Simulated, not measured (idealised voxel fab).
Documented hereafter: the process module known as voxel gate over fins.
The cross-section on display is named cut; it measures 225 nm wide, and its cells are 5 nm squares.
Each cross-section below is a grid of square cells, stated as bands in top-down order, with one or more rows of cells making up each band. Per band: top height and bottom height in nm, followed by the left-to-right materials and their widths in nm; "edge to edge" marks a single material spanning edge to edge, "blank" marks empty space. Height datum 0, below which the as-received substrate wafer is one material. Lowest band open at the bottom, running downward: "top 0, no bottom". Per-row width for "30->40": begins at first number (top row of band), ends at second number (bottom row), increment between rows held constant. When a step is marked "everything unchanged", none of the cells in the cross-section changed during that step. You'll see "Closed cavities" listing empty spaces that have no way open to the top, as long as they're 8 cells or more; the notation is width x height at distance, where the distance is from the left edge, and all of it is in nm. Note: text after step settings on the step line = simulator remark on that step. "overlay nm" denotes, for a step that has a mask, the displacement of the mask to the right of its planned place, with negative values corresponding to the left. Pairs follow: section before one process step, section after it down to the lowest changed band, step with settings underneath. Pairs may come from different runs of this module on the same starting wafer; continuity with the pair above only as stated in the "Before processing" entry.
BEFORE PROCESSING
    top 5, bottom 0: SiO2 (55) | SiN (15) | SiO2 (30) | SiN (15) | SiO2 (30) | SiN (15) | SiO2 (65)
    top 0, bottom -40: SiO2 (60) | Si (5) | SiO2 (40) | Si (5) | SiO2 (40) | Si (5) | SiO2 (70)
    top -40, no bottom: Si edge to edge
    Closed cavities: none
STEP OUTCOME
    top 5, bottom 0: blank (55) | SiN (15) | blank (30) | SiN (15) | blank (30) | SiN (15) | blank (65)
    top 0, bottom -10: blank (60) | Si (5) | blank (40) | Si (5) | blank (40) | Si (5) | blank (70)
    Heights below -10 show no change.
    Closed cavities: none
What sits between those two cross-sections? SELECTIVE_ETCH (etch materials SiO2; depth nm 15)
Before processing: identical to the post-step cross-section of the immediately preceding pair.
STEP OUTCOME
    top 0, bottom -10: blank (60) | Si (5) | blank (40) | Si (5) | blank (40) | Si (5) | blank (70)
    Heights below -10 show no change.
    Closed cavities: none
What sits between those two cross-sections? STRIP (etch materials SiN)
Before processing: identical to the post-step cross-section of the immediately preceding pair.
STEP OUTCOME
    top 5, bottom 0: blank (55) | HfO2 (15) | blank (30) | HfO2 (15) | blank (30) | HfO2 (15) | blank (65)
    top 0, bottom -5: blank (55) | HfO2 (5) | Si (5) | HfO2 (5) | blank (30) | HfO2 (5) | Si (5) | HfO2 (5) | blank (30) | HfO2 (5) | Si (5) | HfO2 (5) | blank (65)
    top -5, bottom -10: HfO2 (60) | Si (5) | HfO2 (40) | Si (5) | HfO2 (40) | Si (5) | HfO2 (70)
    Heights below -10 show no change.
    Closed cavities: none
What sits between those two cross-sections? CONFORMAL_DEP (material HfO2; thk nm 5)
Before processing: identical to the post-step cross-section of the immediately preceding pair.
STEP OUTCOME
    top 10, bottom 5: blank (50) | TiN (25) | blank (20) | TiN (25) | blank (20) | TiN (25) | blank (60)
    top 5, bottom 0: blank (50) | TiN (5) | HfO2 (15) | TiN (5) | blank (20) | TiN (5) | HfO2 (15) | TiN (5) | blank (20) | TiN (5) | HfO2 (15) | TiN (5) | blank (60)
    top 0, bottom -5: TiN (55) | HfO2 (5) | Si (5) | HfO2 (5) | TiN (30) | HfO2 (5) | Si (5) | HfO2 (5) | TiN (30) | HfO2 (5) | Si (5) | HfO2 (5) | TiN (65)
    Heights below -5 show no change.
    Closed cavities: none
What sits between those two cross-sections? CONFORMAL_DEP (material TiN; thk nm 5)
Before processing: identical to the post-step cross-section of the immediately preceding pair.
STEP OUTCOME
    top 25, bottom 10: W edge to edge
    top 10, bottom 5: W (50) | TiN (25) | W (20) | TiN (25) | W (20) | TiN (25) | W (60)
    top 5, bottom 0: W (50) | TiN (5) | HfO2 (15) | TiN (5) | W (20) | TiN (5) | HfO2 (15) | TiN (5) | W (20) | TiN (5) | HfO2 (15) | TiN (5) | W (60)
    Heights below 0 show no change.
    Closed cavities: none
What sits between those two cross-sections? FILL_DEP (material W; thk nm 15)
Before processing: identical to the post-step cross-section of the immediately preceding pair.
STEP OUTCOME
    top 20, bottom 10: W edge to edge
    Heights below 10 show no change.
    Closed cavities: none
What sits between those two cross-sections? CMP (height nm 20)
Before processing: identical to the post-step cross-section of the immediately preceding pair.
STEP OUTCOME
    top 30, bottom 20: SiN edge to edge
    Heights below 20 show no change.
    Closed cavities: none
What sits between those two cross-sections? CONFORMAL_DEP (material SiN; thk nm 10)
BEFORE PROCESSING
    top 0, bottom -10: blank (65) | Si (5) | blank (40) | Si (5) | blank (40) | Si (5) | blank (65)
    top -10, bottom -40: SiO2 (65) | Si (5) | SiO2 (40) | Si (5) | SiO2 (40) | Si (5) | SiO2 (65)
    top -40, no bottom: Si edge to edge
    Closed cavities: none
STEP OUTCOME
    top 5, bottom 0: blank (60) | SiO2 (15) | blank (30) | SiO2 (15) | blank (30) | SiO2 (15) | blank (60)
    top 0, bottom -5: blank (60) | SiO2 (5) | Si (5) | SiO2 (5) | blank (30) | SiO2 (5) | Si (5) | SiO2 (5) | blank (30) | SiO2 (5) | Si (5) | SiO2 (5) | blank (60)
    top -5, bottom -40: SiO2 (65) | Si (5) | SiO2 (40) | Si (5) | SiO2 (40) | Si (5) | SiO2 (65)
    Heights below -40 show no change.
    Closed cavities: none
What sits between those two cross-sections? CONFORMAL_DEP (material SiO2; thk nm 5)
Before processing: identical to the post-step cross-section of the immediately preceding pair.
STEP OUTCOME
    top 10, bottom 5: blank (55) | TiN (25) | blank (20) | TiN (25) | blank (20) | TiN (25) | blank (55)
    top 5, bottom 0: blank (55) | TiN (5) | SiO2 (15) | TiN (5) | blank (20) | TiN (5) | SiO2 (15) | TiN (5) | blank (20) | TiN (5) | SiO2 (15) | TiN (5) | blank (55)
    top 0, bottom -5: TiN (60) | SiO2 (5) | Si (5) | SiO2 (5) | TiN (30) | SiO2 (5) | Si (5) | SiO2 (5) | TiN (30) | SiO2 (5) | Si (5) | SiO2 (5) | TiN (60)
    Heights below -5 show no change.
    Closed cavities: none
What sits between those two cross-sections? CONFORMAL_DEP (material TiN; thk nm 5)
Before processing: identical to the post-step cross-section of the immediately preceding pair.
STEP OUTCOME
    top 25, bottom 10: W edge to edge
    top 10, bottom 5: W (55) | TiN (25) | W (20) | TiN (25) | W (20) | TiN (25) | W (55)
    top 5, bottom 0: W (55) | TiN (5) | SiO2 (15) | TiN (5) | W (20) | TiN (5) | SiO2 (15) | TiN (5) | W (20) | TiN (5) | SiO2 (15) | TiN (5) | W (55)
    Heights below 0 show no change.
    Closed cavities: none
What sits between those two cross-sections? FILL_DEP (material W; thk nm 15)
Before processing: identical to the post-step cross-section of the immediately preceding pair.
STEP OUTCOME
    top 20, bottom 10: W edge to edge
    Heights below 10 show no change.
    Closed cavities: none
What sits between those two cross-sections? CMP (height nm 20)
Before processing: identical to the post-step cross-section of the immediately preceding pair.
STEP OUTCOME
    top 30, bottom 20: SiN edge to edge
    Heights below 20 show no change.
    Closed cavities: none
What sits between those two cross-sections? CONFORMAL_DEP (material SiN; thk nm 10)
BEFORE PROCESSING
    top 5, bottom 0: SiN edge to edge
    top 0, no bottom: Si edge to edge
    Closed cavities: none
STEP OUTCOME
    top 25, bottom 5: resist (60) | blank (15) | resist (30) | blank (15) | resist (30) | blank (15) | resist (60)
    Heights below 5 show no change.
    Closed cavities: none
What sits between those two cross-sections? PATTERN (tone open; mask id FINS; material resist; width nm 15; pitch nm 45; thk nm 20; overlay nm 0)
Before processing: identical to the post-step cross-section of the immediately preceding pair.
STEP OUTCOME
    top 25, bottom 5: resist (60) | blank (15) | resist (30) | blank (15) | resist (30) | blank (15) | resist (60)
    top 5, bottom 0: SiN (60) | blank (15) | SiN (30) | blank (15) | SiN (30) | blank (15) | SiN (60)
    Heights below 0 show no change.
    Closed cavities: none
What sits between those two cross-sections? DIRECTIONAL_ETCH (etch materials SiN; depth nm 5)
Before processing: identical to the post-step cross-section of the immediately preceding pair.
STEP OUTCOME
    top 25, bottom 5: resist (60) | blank (15) | resist (30) | blank (15) | resist (30) | blank (15) | resist (60)
    top 5, bottom 0: SiN (60) | blank (15) | SiN (30) | blank (15) | SiN (30) | blank (15) | SiN (60)
    top 0, bottom -35: Si (60) | blank (15) | Si (30) | blank (15) | Si (30) | blank (15) | Si (60)
    Heights below -35 show no change.
    Closed cavities: none
What sits between those two cross-sections? DIRECTIONAL_ETCH (etch materials Si; depth nm 35)
Before processing: identical to the post-step cross-section of the immediately preceding pair.
STEP OUTCOME
    top 5, bottom 0: SiN (60) | blank (15) | SiN (30) | blank (15) | SiN (30) | blank (15) | SiN (60)
    Heights below 0 show no change.
    Closed cavities: none
What sits between those two cross-sections? STRIP (etch materials resist)
Before processing: identical to the post-step cross-section of the immediately preceding pair.
STEP OUTCOME
    top 5, bottom 0: SiN (60) | blank (15) | SiN (30) | blank (15) | SiN (30) | blank (15) | SiN (60)
    top 0, bottom -35: Si (55) | SiO2 (5) | blank (15) | SiO2 (5) | Si (20) | SiO2 (5) | blank (15) | SiO2 (5) | Si (20) | SiO2 (5) | blank (15) | SiO2 (5) | Si (55)
    top -35, bottom -40: Si (55) | SiO2 (25) | Si (20) | SiO2 (25) | Si (20) | SiO2 (25) | Si (55)
    Heights below -40 show no change.
    Closed cavities: none
What sits between those two cross-sections? OXIDIZE (depth nm 5)
Before processing: identical to the post-step cross-section of the immediately preceding pair.
STEP OUTCOME
    top 10, bottom 5: SiO2 edge to edge
    top 5, bottom 0: SiN (60) | SiO2 (15) | SiN (30) | SiO2 (15) | SiN (30) | SiO2 (15) | SiN (60)
    top 0, bottom -40: Si (55) | SiO2 (25) | Si (20) | SiO2 (25) | Si (20) | SiO2 (25) | Si (55)
    Heights below -40 show no change.
    Closed cavities: none
What sits between those two cross-sections? FILL_DEP (material SiO2; thk nm 5)
Before processing: identical to the post-step cross-section of the immediately preceding pair.
STEP OUTCOME
    top 5, bottom 0: SiN (60) | SiO2 (15) | SiN (30) | SiO2 (15) | SiN (30) | SiO2 (15) | SiN (60)
    Heights below 0 show no change.
    Closed cavities: none
What sits between those two cross-sections? CMP (height nm 5)
Before processing: identical to the post-step cross-section of the immediately preceding pair.
STEP OUTCOME
    top 5, bottom 0: SiN (60) | blank (15) | SiN (30) | blank (15) | SiN (30) | blank (15) | SiN (60)
    top 0, bottom -10: Si (55) | blank (25) | Si (20) | blank (25) | Si (20) | blank (25) | Si (55)
    Heights below -10 show no change.
    Closed cavities: none
What sits between those two cross-sections? SELECTIVE_ETCH (etch materials SiO2; depth nm 15)
Before processing: identical to the post-step cross-section of the immediately preceding pair.
STEP OUTCOME
    top 0, bottom -10: Si (55) | blank (25) | Si (20) | blank (25) | Si (20) | blank (25) | Si (55)
    Heights below -10 show no change.
    Closed cavities: none
What sits between those two cross-sections? STRIP (etch materials SiN)
Before processing: identical to the post-step cross-section of the immediately preceding pair.
STEP OUTCOME
    top 5, bottom 0: HfO2 (60) | blank (15) | HfO2 (30) | blank (15) | HfO2 (30) | blank (15) | HfO2 (60)
    top 0, bottom -5: Si (55) | HfO2 (5) | blank (15) | HfO2 (5) | Si (20) | HfO2 (5) | blank (15) | HfO2 (5) | Si (20) | HfO2 (5) | blank (15) | HfO2 (5) | Si (55)
    top -5, bottom -10: Si (55) | HfO2 (25) | Si (20) | HfO2 (25) | Si (20) | HfO2 (25) | Si (55)
    Heights below -10 show no change.
    Closed cavities: none
What sits between those two cross-sections? CONFORMAL_DEP (material HfO2; thk nm 5)
Before processing: identical to the post-step cross-section of the immediately preceding pair.
STEP OUTCOME
    top 10, bottom 5: TiN (65) | blank (5) | TiN (40) | blank (5) | TiN (40) | blank (5) | TiN (65)
    top 5, bottom 0: HfO2 (60) | TiN (5) | blank (5) | TiN (5) | HfO2 (30) | TiN (5) | blank (5) | TiN (5) | HfO2 (30) | TiN (5) | blank (5) | TiN (5) | HfO2 (60)
    top 0, bottom -5: Si (55) | HfO2 (5) | TiN (15) | HfO2 (5) | Si (20) | HfO2 (5) | TiN (15) | HfO2 (5) | Si (20) | HfO2 (5) | TiN (15) | HfO2 (5) | Si (55)
    Heights below -5 show no change.
    Closed cavities: none
What sits between those two cross-sections? CONFORMAL_DEP (material TiN; thk nm 5)
Before processing: identical to the post-step cross-section of the immediately preceding pair.
STEP OUTCOME
    top 25, bottom 10: W edge to edge
    top 10, bottom 5: TiN (65) | W (5) | TiN (40) | W (5) | TiN (40) | W (5) | TiN (65)
    top 5, bottom 0: HfO2 (60) | TiN (5) | W (5) | TiN (5) | HfO2 (30) | TiN (5) | W (5) | TiN (5) | HfO2 (30) | TiN (5) | W (5) | TiN (5) | HfO2 (60)
    Heights below 0 show no change.
    Closed cavities: none
What sits between those two cross-sections? FILL_DEP (material W; thk nm 15)
Before processing: identical to the post-step cross-section of the immediately preceding pair.
STEP OUTCOME
    top 20, bottom 10: W edge to edge
    Heights below 10 show no change.
    Closed cavities: none
What sits between those two cross-sections? CMP (height nm 20)
Before processing: identical to the post-step cross-section of the immediately preceding pair.
STEP OUTCOME
    top 30, bottom 20: SiN edge to edge
    Heights below 20 show no change.
    Closed cavities: none
What sits between those two cross-sections? CONFORMAL_DEP (material SiN; thk nm 10)
